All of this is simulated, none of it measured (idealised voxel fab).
Proc. module: voxel quadruple lines
cross-section cut | 215 nm wide | cells 5 nm
Each cross-section below is a grid of square cells, stated as bands in top-down order, with one or more rows of cells making up each band.
Within each band entry, the heights of the top and of the bottom of the band appear first, in that order and in nm; the materials of the band then follow from left to right, each with its corresponding width in nm. The designation "everywhere" on a single material indicates that it fills the band from edge to edge; the designation "empty" indicates empty space.
Heights are measured from 0, the level below which the as-received wafer is all one material; the lowest band has no bottom and continues downward, written as in "z 0 and below".
Quick explanation for "30..40": the width changes in equal steps down the rows of cells, from the first number in the band's top row to the second number in its bottom row.
"no modification" means the step left every cell of the cross-section as it was.
So "Closed void table" is basically the list of trapped voids: any empty space of 8 cells or more that can't reach the top through an opening. They're written width x height at distance, the distance being from the left edge, and it's all nm.
Step line, after settings: the simulator's comment on this step.
"overlay nm", when on a step's line for a step with a mask, measures how far to the right of its planned place the mask lay; a negative measure means to the left.
Process steps foreseen in the plan:
1 RECEIVE (material Si)
2 CONFORMAL_DEP (material Al2O3; thk nm 10)
3 DIRECTIONAL_DEP (material W; thk nm 15)
4 DIRECTIONAL_DEP (material polySi; thk nm 20)
5 DIRECTIONAL_DEP (material aC; thk nm 20)
6 PATTERN (tone cover; mask id MANDREL; material resist; width nm 25; thk nm 25; overlay nm 0)
7 DIRECTIONAL_ETCH (etch materials aC; depth nm 20)
8 STRIP (etch materials resist)
9 CONFORMAL_DEP (material SiO2; thk nm 15)
10 DIRECTIONAL_ETCH (etch materials SiO2; depth nm 15)
11 STRIP (etch materials aC)
12 DIRECTIONAL_ETCH (etch materials polySi; depth nm 20)
13 STRIP (etch materials SiO2)
14 CONFORMAL_DEP (material SiCN; thk nm 5)
15 DIRECTIONAL_ETCH (etch materials SiCN; depth nm 5)
16 STRIP (etch materials polySi)
17 DIRECTIONAL_ETCH (etch materials W; depth nm 15)
18 STRIP (etch materials SiCN)
19 FILL_DEP (material SiO2; thk nm 5)
20 CMP (height nm 25)
The first of two wafers, run as planned:
Wafer as received: cross-section following step 1:
- z 0 and below: Si everywhere
- Closed void table: none
After step 2:
- z 10 to 0: Al2O3 everywhere
- Note: structure below 0 unchanged.
After step 3:
- z 25 to 10: W everywhere
- Note: structure below 10 unchanged.
After step 4:
- z 45 to 25: polySi everywhere
- Note: structure below 25 unchanged.
After step 5:
- z 65 to 45: aC everywhere
- Note: structure below 45 unchanged.
After step 6:
- z 90 to 65: empty=95, resist=25, empty=95
- Note: structure below 65 unchanged.
After step 7:
- z 70 to 65: empty=95, resist=25, empty=95
- z 65 to 45: empty=95, aC=25, empty=95
- Note: structure below 45 unchanged.
After step 8:
- z 65 to 45: empty=95, aC=25, empty=95
- Note: structure below 45 unchanged.
After step 9:
- z 80 to 65: empty=80, SiO2=55, empty=80
- z 65 to 60: empty=80, SiO2=15, aC=25, SiO2=15, empty=80
- z 60 to 45: SiO2=95, aC=25, SiO2=95
- Note: structure below 45 unchanged.
After step 10:
- z 65 to 45: empty=80, SiO2=15, aC=25, SiO2=15, empty=80
- Note: structure below 45 unchanged.
After step 11:
- z 65 to 45: empty=80, SiO2=15, empty=25, SiO2=15, empty=80
- Note: structure below 45 unchanged.
After step 12:
- z 65 to 45: empty=80, SiO2=15, empty=25, SiO2=15, empty=80
- z 45 to 25: empty=80, polySi=15, empty=25, polySi=15, empty=80
- Note: structure below 25 unchanged.
After step 13:
- z 45 to 25: empty=80, polySi=15, empty=25, polySi=15, empty=80
- Note: structure below 25 unchanged.
After step 14:
- z 50 to 45: empty=75, SiCN=25, empty=15, SiCN=25, empty=75
- z 45 to 30: empty=75, SiCN=5, polySi=15, SiCN=5, empty=15, SiCN=5, polySi=15, SiCN=5, empty=75
- z 30 to 25: SiCN=80, polySi=15, SiCN=25, polySi=15, SiCN=80
- Note: structure below 25 unchanged.
After step 15:
- z 45 to 25: empty=75, SiCN=5, polySi=15, SiCN=5, empty=15, SiCN=5, polySi=15, SiCN=5, empty=75
- Note: structure below 25 unchanged.
After step 16:
- z 45 to 25: empty=75, SiCN=5, empty=15, SiCN=5, empty=15, SiCN=5, empty=15, SiCN=5, empty=75
- Note: structure below 25 unchanged.
After step 17:
- z 45 to 25: empty=75, SiCN=5, empty=15, SiCN=5, empty=15, SiCN=5, empty=15, SiCN=5, empty=75
- z 25 to 10: empty=75, W=5, empty=15, W=5, empty=15, W=5, empty=15, W=5, empty=75
- Note: structure below 10 unchanged.
After step 18:
- z 25 to 10: empty=75, W=5, empty=15, W=5, empty=15, W=5, empty=15, W=5, empty=75
- Note: structure below 10 unchanged.
After step 19:
- z 30 to 25: SiO2 everywhere
- z 25 to 10: SiO2=75, W=5, SiO2=15, W=5, SiO2=15, W=5, SiO2=15, W=5, SiO2=75
- Note: structure below 10 unchanged.
After step 20:
- z 25 to 10: SiO2=75, W=5, SiO2=15, W=5, SiO2=15, W=5, SiO2=15, W=5, SiO2=75
- Note: structure below 10 unchanged.
The remaining wafer, second of the two, started like the first and was run to the same plan, except that one mistake was made along the way; the two coincide through step 5, inclusive:
Second wafer cross-section, taken as of the time the plan sets for step 6 to be done:
- z 90 to 65: empty=100, resist=15, empty=100
- Note: structure below 65 unchanged.
Second wafer cross-section, taken as of the time the plan sets for step 7 to be done:
- z 70 to 65: empty=100, resist=15, empty=100
- z 65 to 45: empty=100, aC=15, empty=100
- Note: structure below 45 unchanged.
Second wafer cross-section, taken as of the time the plan sets for step 8 to be done:
- z 65 to 45: empty=100, aC=15, empty=100
- Note: structure below 45 unchanged.
Second wafer cross-section, taken as of the time the plan sets for step 9 to be done:
- z 80 to 65: empty=85, SiO2=45, empty=85
- z 65 to 60: empty=85, SiO2=15, aC=15, SiO2=15, empty=85
- z 60 to 45: SiO2=100, aC=15, SiO2=100
- Note: structure below 45 unchanged.
Second wafer cross-section, taken as of the time the plan sets for step 10 to be done:
- z 65 to 45: empty=85, SiO2=15, aC=15, SiO2=15, empty=85
- Note: structure below 45 unchanged.
Second wafer cross-section, taken as of the time the plan sets for step 11 to be done:
- z 65 to 45: empty=85, SiO2=15, empty=15, SiO2=15, empty=85
- Note: structure below 45 unchanged.
Second wafer cross-section, taken as of the time the plan sets for step 12 to be done:
- z 65 to 45: empty=85, SiO2=15, empty=15, SiO2=15, empty=85
- z 45 to 25: empty=85, polySi=15, empty=15, polySi=15, empty=85
- Note: structure below 25 unchanged.
Second wafer cross-section, taken as of the time the plan sets for step 13 to be done:
- z 45 to 25: empty=85, polySi=15, empty=15, polySi=15, empty=85
- Note: structure below 25 unchanged.
Second wafer cross-section, taken as of the time the plan sets for step 14 to be done:
- z 50 to 45: empty=80, SiCN=25, empty=5, SiCN=25, empty=80
- z 45 to 30: empty=80, SiCN=5, polySi=15, SiCN=5, empty=5, SiCN=5, polySi=15, SiCN=5, empty=80
- z 30 to 25: SiCN=85, polySi=15, SiCN=15, polySi=15, SiCN=85
- Note: structure below 25 unchanged.
Second wafer cross-section, taken as of the time the plan sets for step 15 to be done:
- z 45 to 25: empty=80, SiCN=5, polySi=15, SiCN=5, empty=5, SiCN=5, polySi=15, SiCN=5, empty=80
- Note: structure below 25 unchanged.
Second wafer cross-section, taken as of the time the plan sets for step 16 to be done:
- z 45 to 25: empty=80, SiCN=5, empty=15, SiCN=5, empty=5, SiCN=5, empty=15, SiCN=5, empty=80
- Note: structure below 25 unchanged.
Second wafer cross-section, taken as of the time the plan sets for step 17 to be done:
- z 45 to 25: empty=80, SiCN=5, empty=15, SiCN=5, empty=5, SiCN=5, empty=15, SiCN=5, empty=80
- z 25 to 10: empty=80, W=5, empty=15, W=5, empty=5, W=5, empty=15, W=5, empty=80
- Note: structure below 10 unchanged.
Second wafer cross-section, taken as of the time the plan sets for step 18 to be done:
- z 25 to 10: empty=80, W=5, empty=15, W=5, empty=5, W=5, empty=15, W=5, empty=80
- Note: structure below 10 unchanged.
Second wafer cross-section, taken as of the time the plan sets for step 19 to be done:
- z 30 to 25: SiO2 everywhere
- z 25 to 10: SiO2=80, W=5, SiO2=15, W=5, SiO2=5, W=5, SiO2=15, W=5, SiO2=80
- Note: structure below 10 unchanged.
Second wafer cross-section, taken as of the time the plan sets for step 20 to be done:
- z 25 to 10: SiO2=80, W=5, SiO2=15, W=5, SiO2=5, W=5, SiO2=15, W=5, SiO2=80
- Note: structure below 10 unchanged.
Deviation from plan: step 6 deviated from plan and actually ran as PATTERN (tone cover; mask id MANDREL; material resist; width nm 15; thk nm 25; overlay nm 0)
By the end, you'd get the same cell count for each material on either wafer, but the second wafer puts them somewhere else.
